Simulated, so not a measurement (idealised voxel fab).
process module | voxel ribs on slabs
cross-section cut | 140 nm wide | cells 5 nm
A cross-section is a grid of square cells, given in bands from the top down. A band is one or more rows of cells.
Each band's line starts with the height of the band's top and of its bottom, in nm. Then come its materials from left to right, each with its width in nm. One material with "throughout" fills the band from edge to edge. "air" is empty space.
Height 0 is the level under which the wafer as received is all one material. The lowest band goes on downwards, as in "0 down".
A width such as "30 to 40" changes by the same amount from each row of cells to the next, from the band's top row to its bottom row.
"no change" after a step means that no cell of the cross-section changed.
closed voids: empty space of 8 cells or more with no open way to the top, each as width x height at its distance from the left edge, in nm
after a step's settings: what the simulator itself notes on the step
overlay nm, on a step with a mask: how far to the right of its planned place the mask lay; to the left if negative
plan
1 op RECEIVE | material Si
2 op DIRECTIONAL_DEP | material SiO2 | thk nm 30
3 op DIRECTIONAL_DEP | material polySi | thk nm 15
4 op MASKED_ETCH | tone cover | mask id RIB | width nm 30 | etch materials polySi | depth nm 5 | overlay nm 0
5 op PATTERN | tone cover | mask id SLAB | material resist | width nm 90 | thk nm 15 | overlay nm 0
6 op DIRECTIONAL_ETCH | etch materials polySi | depth nm 10
7 op STRIP | etch materials resist
8 op FILL_DEP | material SiO2 | thk nm 30
9 op CMP | height nm 65
10 op DIRECTIONAL_DEP | material W | thk nm 10
11 op PATTERN | tone cover | mask id HEATER | material resist | width nm 40 | thk nm 15 | overlay nm 0
12 op DIRECTIONAL_ETCH | etch materials W | depth nm 10
13 op STRIP | etch materials resist
14 op CONFORMAL_DEP | material SiO2 | thk nm 10
as received, after step 1
  0 down: Si throughout
  closed voids: none
first wafer at the end, as planned
  85 to 75: air 40 | SiO2 60 | air 40
  75 to 65: SiO2 50 | W 40 | SiO2 50
  65 to 45: SiO2 throughout
  45 to 40: SiO2 55 | polySi 30 | SiO2 55
  40 to 30: SiO2 25 | polySi 90 | SiO2 25
  30 to 0: SiO2 throughout
  0 down: Si throughout
  closed voids: none
second wafer at the end: like start, like plan, one mistake
  85 to 75: air 40 | SiO2 60 | air 40
  75 to 65: SiO2 50 | W 40 | SiO2 50
  65 to 15: SiO2 throughout
  15 to 0: polySi throughout
  0 down: Si throughout
  closed voids: none
what went wrong: steps 2 and 3 were swapped
at the end the second wafer has, in cells: 42 fewer of SiO2 | 42 more of polySi
